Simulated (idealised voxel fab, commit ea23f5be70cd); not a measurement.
The name of this process module is voxel ribs on slabs.
The figure presents cross-section cut, which has a width of 265 nm and is divided into square cells with an edge length of 5 nm.
Throughout this document, each cross-section is represented as a grid of square cells and is presented as a sequence of bands enumerated from the top downward, where a band comprises one or more rows of cells.
Top height, bottom height, nm. Materials left to right, width each, nm. Single material + "everywhere" = fills band edge to edge. "air" = empty.
Zero point of the height axis is 0; under it, received wafer = one material. Lowest band: continues down indefinitely, "z 0 and below".
Graded width ("30 to 40"): value in top row of band = first number; value in bottom row = second number; row-to-row change constant.
Step note "no alteration" = no cross-section cell changed.
Entry "Unvented internal voids". Content: empty spaces with no open connection to the top, size 8 cells or greater. Each: width x height at distance. Distance: from left edge. Unit: nm.
On a step's line, text after the settings is the simulator commenting on that step.
Steps that use a mask can have "overlay nm" on their line. It says how far the mask sat to the right of where it was meant to be. Negative means to the left.
# The process steps that were planned are listed below
1 RECEIVE: material Si
2 DIRECTIONAL_DEP: material SiO2, thk nm 20
3 DIRECTIONAL_DEP: material polySi, thk nm 15
4 PATTERN: tone cover, mask id RIB, material resist, width nm 30, thk nm 15, overlay nm 0
5 DIRECTIONAL_ETCH: etch materials polySi, depth nm 5
6 STRIP: etch materials resist
7 PATTERN: tone cover, mask id SLAB, material resist, width nm 80, thk nm 20, overlay nm 0
8 DIRECTIONAL_ETCH: etch materials polySi, depth nm 10
9 STRIP: etch materials resist
10 FILL_DEP: material SiO2, thk nm 20
11 CMP: height nm 50
12 DIRECTIONAL_DEP: material TiN, thk nm 5
13 DIRECTIONAL_DEP: material aC, thk nm 10
14 PATTERN: tone cover, mask id HEATER, material resist, width nm 40, thk nm 25, overlay nm 0
15 DIRECTIONAL_ETCH: etch materials aC, depth nm 10
16 STRIP: etch materials resist
17 DIRECTIONAL_ETCH: etch materials TiN, depth nm 5
18 STRIP: etch materials aC
19 CONFORMAL_DEP: material SiN, thk nm 5
# Received-state cross-section, reflecting completion of step 1
  z 0 and below = Si everywhere
  Unvented internal voids: none
# Run as planned - first of the two wafers cross-sectioned at the end of the module
  z 60 to 55 = 105 air, 50 SiN, 110 air
  z 55 to 50 = 110 SiN, 40 TiN, 115 SiN
  z 50 to 35 = SiO2 everywhere
  z 35 to 30 = 115 SiO2, 30 polySi, 120 SiO2
  z 30 to 20 = 90 SiO2, 80 polySi, 95 SiO2
  z 20 to 0 = SiO2 everywhere
  z 0 and below = Si everywhere
  Unvented internal voids: none
# Cross-section of the latter of the two wafers at module completion. It had an identical start and an identical plan to the former; in running it, one mistake was made
  z 60 to 55 = 105 air, 50 SiN, 110 air
  z 55 to 50 = 110 SiN, 40 TiN, 115 SiN
  z 50 to 35 = SiO2 everywhere
  z 35 to 20 = 115 SiO2, 30 polySi, 120 SiO2
  z 20 to 0 = SiO2 everywhere
  z 0 and below = Si everywhere
  Unvented internal voids: none
Here's what went sideways: step 5 was not run as planned; what actually ran was DIRECTIONAL_ETCH: etch materials polySi, depth nm 15
It is noted that, at the conclusion of processing, the second wafer exhibits a higher or lower cell count for certain materials relative to the first: +20 SiO2 | -20 polySi
